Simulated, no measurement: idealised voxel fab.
The following is a process module called voxel capacitor over wiring.
The cross-section shown here is cut; it is 235 nm wide and divided into square cells measuring 5 nm on a side.
If you're reading a cross-section in this doc, picture square cells in a grid; it comes to you as bands, top ones listed first down to the bottom, and a band can be one or more rows of cells. Heights first: top, then bottom, in nm. Then materials, left to right, each with a width in nm. "throughout" on a single material: fills the band edge to edge. "empty": empty space. Below 0: as-received wafer, all one material; heights counted from there. Lowest band: no bottom, goes on down, written "0 down". A width such as "30..40" changes by the same amount from each row of cells to the next, from the band's top row to its bottom row. Step marked "remains unaltered"? Then no cell in the cross-section changed in it. This entry, "Enclosed void entries", enumerates those empty regions of no fewer than 8 cells that possess no open connection to the top. Each region is reported in the form width x height at distance, the distance being taken from the left edge, with all three quantities expressed in nm. Anything after a step's settings on that line? It's the simulator's own note about the step. "overlay nm", when on a step's line for a step with a mask, measures how far to the right of its planned place the mask lay; a negative measure means to the left.
-- plan
step 1: RECEIVE,material Si
step 2: CONFORMAL_DEP,material SiO2,thk nm 10
step 3: DIRECTIONAL_DEP,material TiN,thk nm 5
step 4: DIRECTIONAL_DEP,material Ru,thk nm 25
step 5: DIRECTIONAL_DEP,material aC,thk nm 10
step 6: PATTERN,tone cover,mask id METAL_1,material resist,width nm 30,pitch nm 80,thk nm 25,overlay nm 0
step 7: DIRECTIONAL_ETCH,etch materials aC,depth nm 10
step 8: STRIP,etch materials resist
step 9: DIRECTIONAL_ETCH,etch materials Ru,depth nm 25
step 10: DIRECTIONAL_ETCH,etch materials TiN,depth nm 5
step 11: STRIP,etch materials aC
step 12: CONFORMAL_DEP,material SiCN,thk nm 5
step 13: FILL_DEP,material lowk,thk nm 10
step 14: CMP,height nm 40
step 15: CONFORMAL_DEP,material SiCN,thk nm 5
step 16: DIRECTIONAL_DEP,material lowk,thk nm 10
step 17: MASKED_ETCH,tone open,mask id PLUG_1,width nm 15,etch materials lowk,depth nm 10,overlay nm 0
step 18: MASKED_ETCH,tone open,mask id PLUG_1,width nm 15,etch materials SiCN,depth nm 5,overlay nm 0
step 19: CONFORMAL_DEP,material TiN,thk nm 5
step 20: FILL_DEP,material Cu,thk nm 10
step 21: CMP,height nm 55
step 22: DIRECTIONAL_DEP,material TiN,thk nm 10
step 23: DIRECTIONAL_DEP,material Al2O3,thk nm 5
step 24: DIRECTIONAL_DEP,material TiN,thk nm 5
step 25: PATTERN,tone cover,mask id UPPER_PLATE,material resist,width nm 55,thk nm 15,overlay nm 0
step 26: DIRECTIONAL_ETCH,etch materials TiN,depth nm 5
step 27: DIRECTIONAL_ETCH,etch materials Al2O3,depth nm 5
step 28: STRIP,etch materials resist
step 29: MASKED_ETCH,tone cover,mask id LOWER_PLATE,width nm 65,etch materials TiN,depth nm 10,overlay nm 0
step 30: FILL_DEP,material SiO2,thk nm 15
step 31: CMP,height nm 85
step 32: PATTERN,tone open,mask id PLUG_2,material resist,width nm 15,thk nm 20,overlay nm 0
step 33: DIRECTIONAL_ETCH,etch materials SiO2,depth nm 10
step 34: STRIP,etch materials resist
step 35: CONFORMAL_DEP,material TiN,thk nm 5
step 36: FILL_DEP,material Cu,thk nm 10
step 37: CMP,height nm 85
step 38: CONFORMAL_DEP,material SiN,thk nm 5
-- Cross-section of the wafer upon arrival, representing the state reached after step 1
- 0 down = Si throughout
- Enclosed void entries: none
-- first wafer at the end, as planned
- 90 to 85 = SiN throughout
- 85 to 80 = SiO2 (85)  TiN (5)  Cu (5)  TiN (5)  SiO2 (135)
- 80 to 70 = SiO2 (85..75)  TiN (15..55)  SiO2 (135..105)
- 70 to 65 = SiO2 (75)  Al2O3 (55)  SiO2 (105)
- 65 to 55 = SiO2 (70)  TiN (65)  SiO2 (100)
- 55 to 45 = lowk (75)  TiN (5)  Cu (5)  TiN (5)  lowk (145)
- 45 to 40 = SiCN (75)  TiN (15)  SiCN (145)
- 40 to 15 = lowk (55)  SiCN (5)  Ru (30)  SiCN (5)  lowk (40)  SiCN (5)  Ru (30)  SiCN (5)  lowk (60)
- 15 to 10 = SiCN (60)  TiN (30)  SiCN (50)  TiN (30)  SiCN (65)
- 10 to 0 = SiO2 throughout
- 0 down = Si throughout
- Enclosed void entries: none
-- Wafer two (of two), end-of-module cross-section: start = wafer one, plan = wafer one, one run mistake
- 90 to 85 = SiN throughout
- 85 to 80 = SiO2 (85)  TiN (5)  Cu (5)  TiN (5)  SiO2 (135)
- 80 to 70 = SiO2 (85..75)  TiN (15..55)  SiO2 (135..105)
- 70 to 65 = SiO2 (75)  Al2O3 (55)  SiO2 (105)
- 65 to 55 = SiO2 (70)  TiN (65)  SiO2 (100)
- 55 to 45 = lowk (75)  TiN (5)  Cu (5)  TiN (5)  lowk (145)
- 45 to 40 = SiCN (75)  TiN (15)  SiCN (145)
- 40 to 35 = SiCN (60)  TiN (30)  SiCN (50)  TiN (30)  SiCN (65)
- 35 to 10 = Ru throughout
- 10 to 0 = SiO2 throughout
- 0 down = Si throughout
- Enclosed void entries: none
What broke from the plan during processing? the executed order of steps 3 and 4 is the reverse of that specified in the plan, each step having taken the other's position
Per the end-of-run cell counts, the second wafer holds more or fewer of some materials than the first: Ru +175, SiCN -20, lowk -155
